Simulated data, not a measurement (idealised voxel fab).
The following is a process module called voxel capacitor over wiring.
Pictured: cross-section cut, 165 nm wide, on a grid of 5 nm square cells.
Square cells in a grid make up a cross-section in this document, and the grid is given as bands, listed from the top down, each one or more rows of cells. Band: top and bottom heights (nm) first, top before bottom; then materials from left to right, widths in nm. "throughout" marks a sole material filling the band edge to edge. "air" denotes empty space. Zero point of the height axis is 0; under it, received wafer = one material. Lowest band: continues down indefinitely, "0..down". The notation "30->40" denotes a width that varies across the rows of cells in the band, beginning at the first number in the top row, finishing at the second number in the bottom row, and changing by an identical amount from each row to the next. Reading "changes: none" for a step: not a cell of the cross-section changed in it. The list in "Fully closed voids" covers empty spaces of 8 cells or more that cannot reach the top through any open way, and it gives each as width x height at distance; the distance is from the left edge, and width, height and distance are in nm. On each step's line, the part that comes after the settings is the simulator's own comment on the step. overlay nm, on a step with a mask: how far to the right of its planned place the mask lay; to the left if negative.

[So here's the lineup of process steps we planned]
step 1: op RECEIVE | material Si
step 2: op CONFORMAL_DEP | material SiO2 | thk nm 10
step 3: op DIRECTIONAL_DEP | material TiN | thk nm 5
step 4: op DIRECTIONAL_DEP | material W | thk nm 25
step 5: op PATTERN | tone cover | mask id METAL_1 | material resist | width nm 30 | pitch nm 90 | thk nm 20 | overlay nm 0
step 6: op DIRECTIONAL_ETCH | etch materials W | depth nm 25
step 7: op DIRECTIONAL_ETCH | etch materials TiN | depth nm 5
step 8: op STRIP | etch materials resist
step 9: op FILL_DEP | material lowk | thk nm 10
step 10: op CMP | height nm 40
step 11: op CONFORMAL_DEP | material SiCN | thk nm 5
step 12: op DIRECTIONAL_DEP | material lowk | thk nm 10
step 13: op MASKED_ETCH | tone open | mask id PLUG_1 | width nm 15 | etch materials lowk | depth nm 10 | overlay nm -15
step 14: op MASKED_ETCH | tone open | mask id PLUG_1 | width nm 15 | etch materials SiCN | depth nm 5 | overlay nm 0
step 15: op CONFORMAL_DEP | material TiN | thk nm 5
step 16: op FILL_DEP | material Ru | thk nm 5
step 17: op CMP | height nm 55
step 18: op DIRECTIONAL_DEP | material TiN | thk nm 10
step 19: op DIRECTIONAL_DEP | material SiN | thk nm 5
step 20: op DIRECTIONAL_DEP | material TiN | thk nm 10
step 21: op DIRECTIONAL_DEP | material aC | thk nm 15
step 22: op PATTERN | tone cover | mask id UPPER_PLATE | material resist | width nm 65 | thk nm 35 | overlay nm 0
step 23: op DIRECTIONAL_ETCH | etch materials aC | depth nm 15
step 24: op STRIP | etch materials resist
step 25: op DIRECTIONAL_ETCH | etch materials TiN | depth nm 10
step 26: op DIRECTIONAL_ETCH | etch materials SiN | depth nm 5
step 27: op STRIP | etch materials aC
step 28: op MASKED_ETCH | tone cover | mask id LOWER_PLATE | width nm 75 | etch materials TiN | depth nm 10 | overlay nm 0
step 29: op FILL_DEP | material SiO2 | thk nm 20
step 30: op CMP | height nm 95
step 31: op PATTERN | tone open | mask id PLUG_2 | material resist | width nm 15 | thk nm 20 | overlay nm 0
step 32: op DIRECTIONAL_ETCH | etch materials SiO2 | depth nm 15
step 33: op STRIP | etch materials resist
step 34: op CONFORMAL_DEP | material TiN | thk nm 5
step 35: op FILL_DEP | material Ru | thk nm 10
step 36: op CMP | height nm 95
step 37: op CONFORMAL_DEP | material SiN | thk nm 5
Keep in mind the plan's value for the overlay nm of step 13 comes from the first wafer; the wafers don't share that setting, but they do share the same starting point.

[The first of several wafers in cross-section, exactly as it reached us after step 1]
0..down = Si throughout
Fully closed voids: none

[Cross-section after step 37, the final step of the module, for the first of several wafers]
100..95 = SiN throughout
95..85 = 45 SiO2; 5 TiN; 5 Ru; 5 TiN; 105 SiO2
85..80 = 45 SiO2; 15 TiN; 105 SiO2
80..70 = 35 SiO2; 65 TiN; 65 SiO2
70..65 = 35 SiO2; 65 SiN; 65 SiO2
65..55 = 30 SiO2; 75 TiN; 60 SiO2
55..50 = 20 lowk; 5 TiN; 5 Ru; 5 TiN; 130 lowk
50..45 = 20 lowk; 15 TiN; 130 lowk
45..40 = SiCN throughout
40..15 = 20 lowk; 30 W; 60 lowk; 30 W; 25 lowk
15..10 = 20 lowk; 30 TiN; 60 lowk; 30 TiN; 25 lowk
10..0 = SiO2 throughout
0..down = Si throughout
Fully closed voids: none

[Last-wafer cross-section at the end of the module]
100..95 = SiN throughout
95..85 = 45 SiO2; 5 TiN; 5 Ru; 5 TiN; 105 SiO2
85..80 = 45 SiO2; 15 TiN; 105 SiO2
80..70 = 35 SiO2; 65 TiN; 65 SiO2
70..65 = 35 SiO2; 65 SiN; 65 SiO2
65..55 = 30 SiO2; 75 TiN; 60 SiO2
55..50 = 50 lowk; 5 TiN; 5 Ru; 5 TiN; 100 lowk
50..45 = 50 lowk; 15 TiN; 100 lowk
45..40 = SiCN throughout
40..15 = 20 lowk; 30 W; 60 lowk; 30 W; 25 lowk
15..10 = 20 lowk; 30 TiN; 60 lowk; 30 TiN; 25 lowk
10..0 = SiO2 throughout
0..down = Si throughout
Fully closed voids: none

[Per wafer, end of module: cells gained (+) or lost (-) per material since receipt, then closed voids]
overlay nm -15; +3 Ru; +33 SiCN; +46 SiN; +252 SiO2; +80 TiN; +60 W; +186 lowk; Fully closed voids: none
overlay nm -10; +3 Ru; +32 SiCN; +46 SiN; +252 SiO2; +81 TiN; +60 W; +186 lowk; Fully closed voids: none
overlay nm -5; +3 Ru; +31 SiCN; +46 SiN; +252 SiO2; +82 TiN; +60 W; +186 lowk; Fully closed voids: none
overlay nm 0; +4 Ru; +30 SiCN; +46 SiN; +252 SiO2; +82 TiN; +60 W; +186 lowk; Fully closed voids: none
overlay nm 5; +3 Ru; +31 SiCN; +46 SiN; +252 SiO2; +82 TiN; +60 W; +186 lowk; Fully closed voids: none
overlay nm 10; +3 Ru; +32 SiCN; +46 SiN; +252 SiO2; +81 TiN; +60 W; +186 lowk; Fully closed voids: none
overlay nm 15; +3 Ru; +33 SiCN; +46 SiN; +252 SiO2; +80 TiN; +60 W; +186 lowk; Fully closed voids: none
